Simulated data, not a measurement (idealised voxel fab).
voxel self aligned contacts: a process module
For reference, the cross-section in this document is cut, with width 210 nm and square cells of 5 nm.
Bands, listed from the top down, are how a cross-section gets written in this document; the cross-section itself is a grid of square cells, and a band is one or more rows of them.
Band: top and bottom heights (nm) first, top before bottom; then materials from left to right, widths in nm. "everywhere" marks a sole material filling the band edge to edge. "empty" denotes empty space.
Where do heights start? At 0: under that level the wafer as delivered is made of one material only. And the lowest band has no floor; it just carries on downward, as in "top 0, no bottom".
A two-number width, for instance "30->40", indicates that the width is equal to the first number in the top row of the band and to the second number in the bottom row, and that it changes by a constant amount per row of cells.
Take "nothing changed" at face value: in the step it is given for, the cross-section changed in none of its cells.
"Enclosed internal cavities": empty spaces of 8 cells or more with no open way to the top, each given as width x height at distance, distance from the left edge, all in nm.
Heads up: the bit after the settings on a step's line is the simulator's remark on that step.
A step's line can hold "overlay nm"; with a mask on that step, the setting says how far right of the planned place the mask lay, while a negative setting says it lay to the left.

**These are the steps we planned for the process**
| 1 | RECEIVE (material Si) |
| 2 | OXIDIZE (depth nm 5) |
| 3 | DIRECTIONAL_DEP (material polySi; thk nm 30) |
| 4 | DIRECTIONAL_DEP (material SiN; thk nm 20) |
| 5 | MASKED_ETCH (tone cover; mask id GATE; width nm 25; pitch nm 60; etch materials SiN; depth nm 20; overlay nm 0) |
| 6 | MASKED_ETCH (tone cover; mask id GATE; width nm 25; pitch nm 60; etch materials polySi; depth nm 30; overlay nm 0) |
| 7 | CONFORMAL_DEP (material SiN; thk nm 10) |
| 8 | DIRECTIONAL_ETCH (etch materials SiN; depth nm 10) |
| 9 | FILL_DEP (material SiO2; thk nm 15) |
| 10 | CMP (height nm 60) |
| 11 | MASKED_ETCH (tone open; mask id CONTACT; width nm 45; etch materials SiO2; depth nm 65; overlay nm 0) |
| 12 | CONFORMAL_DEP (material TiN; thk nm 5) |
| 13 | FILL_DEP (material W; thk nm 10) |
| 14 | CMP (height nm 60) |
| 15 | CONFORMAL_DEP (material SiN; thk nm 5) |

**Shown in cross-section is the wafer as received, that is, as it stands after step 1**
  top 0, no bottom | Si everywhere
  Enclosed internal cavities: none

**First of two wafers, end-of-module section, run followed plan**
  top 65, bottom 60 | SiN everywhere
  top 60, bottom 50 | SiO2: 80, TiN: 5->20, W: 35->5, TiN: 5->20, SiO2: 85
  top 50, bottom 30 | SiO2: 50, SiN: 45, TiN: 5, W: 5, TiN: 5, SiN: 45, SiO2: 55
  top 30, bottom 0 | SiO2: 50, SiN: 10, polySi: 25, SiN: 10, TiN: 5, W: 5, TiN: 5, SiN: 10, polySi: 25, SiN: 10, SiO2: 55
  top 0, bottom -5 | SiO2: 95, TiN: 15, SiO2: 100
  top -5, no bottom | Si everywhere
  Enclosed internal cavities: none

**Cross-section of the latter of the two wafers at module completion. It had an identical start and an identical plan to the former; in running it, one mistake was made**
  top 65, bottom 60 | SiN everywhere
  top 60, bottom 50 | SiO2: 80, TiN: 5->20, W: 35->5, TiN: 5->20, SiO2: 85
  top 50, bottom 35 | SiO2: 50, SiN: 45, TiN: 5, W: 5, TiN: 5, SiN: 45, SiO2: 55
  top 35, bottom 30 | SiO2: 50, SiN: 45, TiN: 15, SiN: 45, SiO2: 55
  top 30, bottom 0 | W everywhere
  top 0, bottom -5 | SiO2 everywhere
  top -5, no bottom | Si everywhere
  Enclosed internal cavities: none
Want to know what went wrong? step 3 did not happen as planned, as run it was DIRECTIONAL_DEP (material W; thk nm 30)
Final difference in cells, second wafer against first, listed per material as more or fewer: -48 SiN; -123 SiO2; -14 TiN; +245 W; -60 polySi
